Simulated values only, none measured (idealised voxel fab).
You're looking at the process module voxel ribs on slabs.
Displayed cross-section: cut, width of 265 nm, square cells sized 5 nm.
In what follows, cross-sections appear as grids of square cells, described through bands that run from the top down, where every band is one or more rows of cells. Per band: top height and bottom height in nm, followed by the left-to-right materials and their widths in nm; "edge to edge" marks a single material spanning edge to edge, "blank" marks empty space. Heights are reckoned from 0. Under this level, the received wafer is all of one material. The bottommost band is open-ended downward, for example "from 0 down". Note: "30->40" means the width goes from the first number (top row of the band) to the second number (bottom row) in equal steps per row of cells. "changes: none" means the step left every cell of the cross-section as it was. Listed in "Closed void roster": every empty space of 8 or more cells without an open way to the top. Form: width x height at distance, the distance being from the left edge, all in nm. Formally, on a step line, whatever follows the settings is a remark that the simulator itself makes on the step. If you see "overlay nm" on a step's line and that step has a mask, it's telling you how far right of where it was planned the mask ended up; a negative number means it went left instead.

**List of planned process steps**
1. op RECEIVE | material Si
2. op DIRECTIONAL_DEP | material SiO2 | thk nm 25
3. op DIRECTIONAL_DEP | material polySi | thk nm 15
4. op PATTERN | tone cover | mask id RIB | material resist | width nm 30 | thk nm 20 | overlay nm 0
5. op DIRECTIONAL_ETCH | etch materials polySi | depth nm 5
6. op STRIP | etch materials resist
7. op PATTERN | tone cover | mask id SLAB | material resist | width nm 70 | thk nm 15 | overlay nm 0
8. op DIRECTIONAL_ETCH | etch materials polySi | depth nm 10
9. op STRIP | etch materials resist
10. op FILL_DEP | material SiO2 | thk nm 15
11. op CMP | height nm 50
12. op DIRECTIONAL_DEP | material TiN | thk nm 5
13. op DIRECTIONAL_DEP | material aC | thk nm 15
14. op PATTERN | tone cover | mask id HEATER | material resist | width nm 40 | thk nm 35 | overlay nm 0
15. op DIRECTIONAL_ETCH | etch materials aC | depth nm 15
16. op STRIP | etch materials resist
17. op DIRECTIONAL_ETCH | etch materials TiN | depth nm 5
18. op STRIP | etch materials aC
19. op CONFORMAL_DEP | material SiO2 | thk nm 10

**Wafer at receipt (post step 1), cross-section**
    from 0 down = Si edge to edge
    Closed void roster: none

**First of two wafers: cross-section at end of module, run per plan**
    from 65 to 60 = blank=100; SiO2=60; blank=105
    from 60 to 55 = SiO2 edge to edge
    from 55 to 50 = SiO2=110; TiN=40; SiO2=115
    from 50 to 40 = SiO2 edge to edge
    from 40 to 35 = SiO2=115; polySi=30; SiO2=120
    from 35 to 25 = SiO2=95; polySi=70; SiO2=100
    from 25 to 0 = SiO2 edge to edge
    from 0 down = Si edge to edge
    Closed void roster: none

**Wafer two, sectioned after the module: the first wafer's start, the first wafer's plan, and one mistake in how it was run**
    from 65 to 60 = blank=100; SiO2=60; blank=105
    from 60 to 55 = SiO2 edge to edge
    from 55 to 50 = SiO2=110; TiN=40; SiO2=115
    from 50 to 40 = SiO2 edge to edge
    from 40 to 35 = SiO2=120; polySi=20; SiO2=125
    from 35 to 25 = SiO2=95; polySi=70; SiO2=100
    from 25 to 0 = SiO2 edge to edge
    from 0 down = Si edge to edge
    Closed void roster: none
So what did we get wrong on this run? step 4 ran as: op PATTERN | tone cover | mask id RIB | material resist | width nm 20 | thk nm 20 | overlay nm 0
The closing comparison, in cells, has the second wafer with more or fewer of some materials than the first: SiO2: 2 more, polySi: 2 fewer
